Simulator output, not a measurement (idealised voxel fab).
Process module heading - voxel released beams
Cross-section cut spans 200 nm and uses square cells 5 nm in size.
Cross-section = grid of square cells, listed top down in bands; band = one or more rows.
In this notation a band is specified by the heights of its top and bottom, in that order and in nm, after which its materials appear from left to right, each paired with its width in nm. The word "all across" attached to a single material means that material fills the band from edge to edge; the word "blank" stands for empty space.
All heights in this document are referenced to 0, defined as the level beneath which the wafer, as received, consists entirely of one material. The lowest band is not bounded below; it extends indefinitely downward and is written in the form "top 0, no bottom".
Graded width ("30..40"): value in top row of band = first number; value in bottom row = second number; row-to-row change constant.
No cell of the cross-section changed in a step that is given as "same as before".
"Trapped voids" lists enclosed empty spaces (at least 8 cells, no open path upward to the top), each as width x height at distance from the left edge, in nm.
Note: text after step settings on the step line = simulator remark on that step.
The "overlay nm" setting may appear on a step's line; for a step that uses a mask, it gives how far to the right of its planned position the mask lay, and a negative value indicates the left.

**plan**
1. RECEIVE with material Si
2. CONFORMAL_DEP with material SiN, thk nm 10
3. DIRECTIONAL_DEP with material SiO2, thk nm 10
4. MASKED_ETCH with tone open, mask id ANCHOR, width nm 30, etch materials SiO2, depth nm 10, overlay nm 0
5. CONFORMAL_DEP with material W, thk nm 10
6. DIRECTIONAL_DEP with material aC, thk nm 15
7. PATTERN with tone cover, mask id BEAM, material resist, width nm 90, thk nm 35, overlay nm 0
8. DIRECTIONAL_ETCH with etch materials aC, depth nm 15
9. STRIP with etch materials resist
10. DIRECTIONAL_ETCH with etch materials W, depth nm 10
11. STRIP with etch materials aC
12. STRIP with etch materials SiO2

**Cross-section, incoming material, after step 1**
* top 0, no bottom: Si all across
* Trapped voids: none

**The cross-section shown corresponds to the wafer at the conclusion of the module. The initial structure and the process plan are those presented above; however, one mistake occurred in executing the plan**
* top 30, bottom 20: blank: 50, W: 20, blank: 10, W: 60, blank: 60
* top 20, bottom 10: blank: 60, W: 30, blank: 110
* top 10, bottom 0: SiN all across
* top 0, no bottom: Si all across
* Trapped voids: none
What went wrong in running the wafer? step 4 off recipe, ran as MASKED_ETCH with tone open, mask id ANCHOR, width nm 30, etch materials SiO2, depth nm 10, overlay nm 5
